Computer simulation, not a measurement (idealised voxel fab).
Proc. module: voxel local oxidation
The figure presents cross-section cut, which has a width of 230 nm and is divided into square cells with an edge length of 5 nm.
Throughout this document, each cross-section is represented as a grid of square cells and is presented as a sequence of bands enumerated from the top downward, where a band comprises one or more rows of cells.
Look at the band entry: it leads with the top's height and the bottom's height in nm. Then it lists the materials left to right, with a width in nm for each. The word "full width" on a single material says that material fills the band edge to edge. The word "empty" is empty space.
Heights from 0 (as-received wafer is one material below). Bottom band endless downward, as "0 and below".
Width "30 to 40": first value at the band's top row of cells, second value at its bottom row, equal change from row to row.
Take "left unchanged" at face value: in the step it is given for, the cross-section changed in none of its cells.
Enclosed cavities: empty space of 8 cells or more with no open way to the top, each as width x height at its distance from the left edge, in nm
The remark found on a step's line after its settings is issued by the simulator itself and pertains to that step.
overlay nm, on a step with a mask: how far to the right of its planned place the mask lay; to the left if negative

Process steps (planned):
1,RECEIVE | material Si
2,CONFORMAL_DEP | material SiO2 | thk nm 5
3,CONFORMAL_DEP | material SiN | thk nm 10
4,PATTERN | tone cover | mask id ACTIVE | material resist | width nm 110 | thk nm 20 | overlay nm 0
5,DIRECTIONAL_ETCH | etch materials SiN | depth nm 10
6,STRIP | etch materials resist
7,SELECTIVE_ETCH | etch materials SiO2 | depth nm 5
8,OXIDIZE | depth nm 10
9,STRIP | etch materials SiN

Cross-section of the incoming wafer, state after step 1:
- 0 and below: Si full width
- Enclosed cavities: none

Cross-sectional result after module completion. Note: starting condition and plan are unchanged from above; one processing mistake was made:
- 0 down to -10: empty: 75, then Si: 80, then empty: 75
- -10 and below: Si full width
- Enclosed cavities: none
What was done differently from what was planned? step 9 ran as: STRIP | etch materials SiO2
